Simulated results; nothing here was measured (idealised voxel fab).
The process module that follows is named voxel fin reveal.
Cross-section cut: width 255 nm, square cells of 5 nm.
Just so we're on the same page, the cross-sections are grids of square cells, and they're listed out in bands top to bottom, each band one or more rows deep.
In this notation a band is specified by the heights of its top and bottom, in that order and in nm, after which its materials appear from left to right, each paired with its width in nm. The word "full width" attached to a single material means that material fills the band from edge to edge; the word "blank" stands for empty space.
Note: height 0 marks the level under which the wafer is uniformly one material as received. Lowest band unbounded below, written "0 -> down".
When a width is written as two numbers, as in "30->40", the first number is the width in the top row of cells of the band and the second is the width in its bottom row, and the width changes by the same amount from each row to the next.
A step reported as "nothing got changed" is a step in which no cell of the cross-section changed.
Reported under the label "Sealed void listing" are the empty spaces having no open way to the top and comprising 8 cells or more; the notation for each is width x height at distance, in which the distance is measured from the left edge and all three values are in nm.
On a step's line, text after the settings is the simulator commenting on that step.
"overlay nm" answers the question of how far to the right of plan the mask lay on a step that has a mask, and when it is negative the answer is to the left.
THE PLANNED PROCESS STEPS ARE ENUMERATED HEREUNDER
1: RECEIVE [material Si]
2: CONFORMAL_DEP [material SiN] [thk nm 10]
3: PATTERN [tone cover] [mask id FINS] [material resist] [width nm 15] [pitch nm 40] [thk nm 15] [overlay nm 0]
4: DIRECTIONAL_ETCH [etch materials SiN] [depth nm 10]
5: DIRECTIONAL_ETCH [etch materials Si] [depth nm 35]
6: STRIP [etch materials resist]
7: OXIDIZE [depth nm 5]
8: FILL_DEP [material SiO2] [thk nm 10]
9: CMP [height nm 10]
10: SELECTIVE_ETCH [etch materials SiO2] [depth nm 20]
11: STRIP [etch materials SiN]
CROSS-SECTION OF THE WAFER UPON ARRIVAL, REPRESENTING THE STATE REACHED AFTER STEP 1
  0 -> down: Si full width
  Sealed void listing: none
HERE'S THE CROSS-SECTION OF THE FIRST OF OUR TWO WAFERS AT THE END OF THE MODULE - IT RAN AS PLANNED
  0 -> -10: blank 85 | Si 5 | blank 35 | Si 5 | blank 35 | Si 5 | blank 85
  -10 -> -40: SiO2 85 | Si 5 | SiO2 35 | Si 5 | SiO2 35 | Si 5 | SiO2 85
  -40 -> down: Si full width
  Sealed void listing: none
SAME START, SAME PLAN AS THE FIRST WAFER - BUT ONE MISTAKE IN THE RUN. CROSS-SECTION OF THE SECOND OF THE TWO AT THE END OF THE MODULE
  0 -> -10: blank 80 | Si 5 | blank 35 | Si 5 | blank 35 | Si 5 | blank 90
  -10 -> -40: SiO2 80 | Si 5 | SiO2 35 | Si 5 | SiO2 35 | Si 5 | SiO2 90
  -40 -> down: Si full width
  Sealed void listing: none
Diagnosis: step 3 was not run as planned; what actually ran was PATTERN [tone cover] [mask id FINS] [material resist] [width nm 15] [pitch nm 40] [thk nm 15] [overlay nm -5]
Both wafers, final: cells per material equal; arrangement not.
